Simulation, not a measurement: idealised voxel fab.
This is a process module. Its name is voxel capacitor over wiring.
The cross-section shown here is cut; it is 300 nm wide and divided into square cells measuring 5 nm on a side.
Each cross-section below is a grid of square cells, stated as bands in top-down order, with one or more rows of cells making up each band. First you get the band's top height and its bottom height, in nm, and then the materials it's made of, left to right, with each width in nm. If you see a single material with "everywhere", that one covers the band edge to edge. "air" is empty space. Zero point of the height axis is 0; under it, received wafer = one material. Lowest band: continues down indefinitely, "0 and below". Top row gets the first number, bottom row gets the second, and each row in between changes by the same step: that is how a band width like "30..40" works. "nothing altered", as given for a step, is the statement that not any cell of the cross-section underwent a change during that step. What "Closed internal voids" gives you is every empty space of 8 cells or more that is cut off from the top. Each appears as width x height at distance, with the distance taken from the left edge and width, height and distance all in nm. Step line, after settings: the simulator's comment on this step. "overlay nm" answers the question of how far to the right of plan the mask lay on a step that has a mask, and when it is negative the answer is to the left.

Below is the list of planned process steps:
- 1: op RECEIVE | material Si
- 2: op CONFORMAL_DEP | material SiO2 | thk nm 10
- 3: op DIRECTIONAL_DEP | material TiN | thk nm 5
- 4: op DIRECTIONAL_DEP | material W | thk nm 25
- 5: op PATTERN | tone cover | mask id METAL_1 | material resist | width nm 20 | pitch nm 85 | thk nm 20 | overlay nm 0
- 6: op DIRECTIONAL_ETCH | etch materials W | depth nm 25
- 7: op DIRECTIONAL_ETCH | etch materials TiN | depth nm 5
- 8: op STRIP | etch materials resist
- 9: op FILL_DEP | material SiO2 | thk nm 10
- 10: op CMP | height nm 40
- 11: op CONFORMAL_DEP | material SiCN | thk nm 5
- 12: op DIRECTIONAL_DEP | material SiO2 | thk nm 20
- 13: op DIRECTIONAL_DEP | material aC | thk nm 15
- 14: op PATTERN | tone open | mask id PLUG_1 | material resist | width nm 15 | thk nm 35 | overlay nm 0
- 15: op DIRECTIONAL_ETCH | etch materials aC | depth nm 15
- 16: op STRIP | etch materials resist
- 17: op DIRECTIONAL_ETCH | etch materials SiO2 | depth nm 20
- 18: op DIRECTIONAL_ETCH | etch materials SiCN | depth nm 5
- 19: op STRIP | etch materials aC
- 20: op CONFORMAL_DEP | material TiN | thk nm 5
- 21: op FILL_DEP | material Cu | thk nm 10
- 22: op CMP | height nm 65
- 23: op DIRECTIONAL_DEP | material TiN | thk nm 10
- 24: op DIRECTIONAL_DEP | material Al2O3 | thk nm 5
- 25: op DIRECTIONAL_DEP | material TiN | thk nm 5
- 26: op DIRECTIONAL_DEP | material aC | thk nm 10
- 27: op PATTERN | tone cover | mask id UPPER_PLATE | material resist | width nm 70 | thk nm 30 | overlay nm 0
- 28: op DIRECTIONAL_ETCH | etch materials aC | depth nm 10
- 29: op STRIP | etch materials resist
- 30: op DIRECTIONAL_ETCH | etch materials TiN | depth nm 5
- 31: op DIRECTIONAL_ETCH | etch materials Al2O3 | depth nm 5
- 32: op STRIP | etch materials aC
- 33: op DIRECTIONAL_DEP | material aC | thk nm 10
- 34: op PATTERN | tone cover | mask id LOWER_PLATE | material resist | width nm 80 | thk nm 30 | overlay nm 0
- 35: op DIRECTIONAL_ETCH | etch materials aC | depth nm 10
- 36: op STRIP | etch materials resist
- 37: op DIRECTIONAL_ETCH | etch materials TiN | depth nm 10
- 38: op STRIP | etch materials aC
- 39: op FILL_DEP | material SiO2 | thk nm 20
- 40: op CMP | height nm 100
- 41: op PATTERN | tone open | mask id PLUG_2 | material resist | width nm 15 | thk nm 15 | overlay nm 0
- 42: op DIRECTIONAL_ETCH | etch materials SiO2 | depth nm 15
- 43: op STRIP | etch materials resist
- 44: op CONFORMAL_DEP | material TiN | thk nm 5
- 45: op FILL_DEP | material W | thk nm 10
- 46: op CMP | height nm 100
- 47: op CONFORMAL_DEP | material SiCN | thk nm 5

As-received wafer cross-section (after step 1):
  0 and below | Si everywhere
  Closed internal voids: none

Cross-section taken at module completion on the first of two wafers; processed per the plan:
  105 down to 100 | SiCN everywhere
  100 down to 90 | 110 nm SiO2 / 5 nm TiN / 5 nm W / 5 nm TiN / 175 nm SiO2
  90 down to 80 | 110..100 nm SiO2 / 15..70 nm TiN / 175..130 nm SiO2
  80 down to 75 | 100 nm SiO2 / 70 nm Al2O3 / 130 nm SiO2
  75 down to 65 | 95 nm SiO2 / 80 nm TiN / 125 nm SiO2
  65 down to 45 | 100 nm SiO2 / 5 nm TiN / 5 nm Cu / 5 nm TiN / 185 nm SiO2
  45 down to 40 | 100 nm SiCN / 15 nm TiN / 185 nm SiCN
  40 down to 15 | 95 nm SiO2 / 20 nm W / 65 nm SiO2 / 20 nm W / 100 nm SiO2
  15 down to 10 | 95 nm SiO2 / 20 nm TiN / 65 nm SiO2 / 20 nm TiN / 100 nm SiO2
  10 down to 0 | SiO2 everywhere
  0 and below | Si everywhere
  Closed internal voids: none

Second of two wafers, module complete, sectioned: it shares the first wafer's start and plan but was run with one mistake:
  105 down to 100 | SiCN everywhere
  100 down to 90 | 110 nm SiO2 / 5 nm TiN / 5 nm W / 5 nm TiN / 175 nm SiO2
  90 down to 85 | 110 nm SiO2 / 15 nm TiN / 175 nm SiO2
  85 down to 80 | SiO2 everywhere
  80 down to 75 | 100 nm SiO2 / 70 nm Al2O3 / 130 nm SiO2
  75 down to 65 | 95 nm SiO2 / 80 nm TiN / 125 nm SiO2
  65 down to 45 | 100 nm SiO2 / 5 nm TiN / 5 nm Cu / 5 nm TiN / 185 nm SiO2
  45 down to 40 | 100 nm SiCN / 15 nm TiN / 185 nm SiCN
  40 down to 15 | 95 nm SiO2 / 20 nm W / 65 nm SiO2 / 20 nm W / 100 nm SiO2
  15 down to 10 | 95 nm SiO2 / 20 nm TiN / 65 nm SiO2 / 20 nm TiN / 100 nm SiO2
  10 down to 0 | SiO2 everywhere
  0 and below | Si everywhere
  Closed internal voids: none
Diagnosis: step 25 of the plan never got run, it was skipped over
Upon completion, the second wafer contains, in terms of cells, a greater or smaller amount of certain materials than the first wafer: +14 SiO2; -14 TiN
